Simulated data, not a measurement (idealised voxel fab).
This section sets out a process module, namely voxel self aligned contacts.
The cross-section shown here is cut; it is 280 nm wide and divided into square cells measuring 5 nm on a side.
In what follows, cross-sections appear as grids of square cells, described through bands that run from the top down, where every band is one or more rows of cells. Quick guide to a band line: top height, bottom height (nm) up front; then every material left to right with its width in nm. Only one material and it's marked "edge to edge"? Then it fills the band edge to edge. And "empty" just means empty space. The level at which height equals 0 is the one under which the wafer, as it arrives, is entirely one material. No lower edge exists for the bottom band, which continues downward and is notated as in "z 0 and below". A two-number width, for instance "30 to 40", indicates that the width is equal to the first number in the top row of the band and to the second number in the bottom row, and that it changes by a constant amount per row of cells. You'll sometimes find "no modification" written for a step, and that's the way of saying that nowhere in the cross-section did a cell change during that step. Voids not open to the top, 8 cells minimum: see "Sealed void listing". Written width x height at distance; distance is from the left edge; nm. Formally, on a step line, whatever follows the settings is a remark that the simulator itself makes on the step. You can add "overlay nm" to a step's line. For a step with a mask, it describes how far the mask lay to the right of its planned position, and a negative number describes a lay to the left.
# This section lists the process steps that were planned
1. RECEIVE: material Si
2. OXIDIZE: depth nm 5
3. DIRECTIONAL_DEP: material polySi, thk nm 25
4. DIRECTIONAL_DEP: material SiN, thk nm 20
5. MASKED_ETCH: tone cover, mask id GATE, width nm 30, pitch nm 65, etch materials SiN, depth nm 10, overlay nm 0
6. MASKED_ETCH: tone cover, mask id GATE, width nm 30, pitch nm 65, etch materials polySi, depth nm 25, overlay nm 0
7. CONFORMAL_DEP: material SiN, thk nm 10
8. DIRECTIONAL_ETCH: etch materials SiN, depth nm 10
9. FILL_DEP: material SiO2, thk nm 10
10. CMP: height nm 50
11. PATTERN: tone open, mask id CONTACT, material resist, width nm 45, pitch nm 65, thk nm 15, overlay nm 0
12. DIRECTIONAL_ETCH: etch materials SiO2, depth nm 55
13. STRIP: etch materials resist
14. CONFORMAL_DEP: material TiN, thk nm 5
15. FILL_DEP: material W, thk nm 5
16. CMP: height nm 50
17. CONFORMAL_DEP: material SiCN, thk nm 5
Variable across wafers: step 5 depth nm (plan value is that of the first wafer; starting state common to all).
# Incoming state of the first of several wafers in cross-section: after step 1
- z 0 and below | Si edge to edge
- Sealed void listing: none
# Note: the following table is arranged by wafer, a row apiece. Each row reports the end-of-module state: per material, cells gained (+) or cells lost (-) compared with the wafer as received; closed voids follow
depth nm 10, -56 Si, +56 SiCN, +172 SiN, +134 SiO2, +26 TiN, +4 W, +280 polySi, Sealed void listing: none
depth nm 15, -56 Si, +56 SiCN, +146 SiN, +154 SiO2, +30 TiN, +6 W, +280 polySi, Sealed void listing: none
depth nm 20, -56 Si, +56 SiCN, +180 SiN, +268 SiO2, +58 TiN, +20 W, +90 polySi, Sealed void listing: none
depth nm 25, -56 Si, +56 SiCN, +180 SiN, +268 SiO2, +58 TiN, +20 W, +90 polySi, Sealed void listing: none
depth nm 30, -56 Si, +56 SiCN, +180 SiN, +268 SiO2, +58 TiN, +20 W, +90 polySi, Sealed void listing: none
depth nm 35, -56 Si, +56 SiCN, +180 SiN, +268 SiO2, +58 TiN, +20 W, +90 polySi, Sealed void listing: none
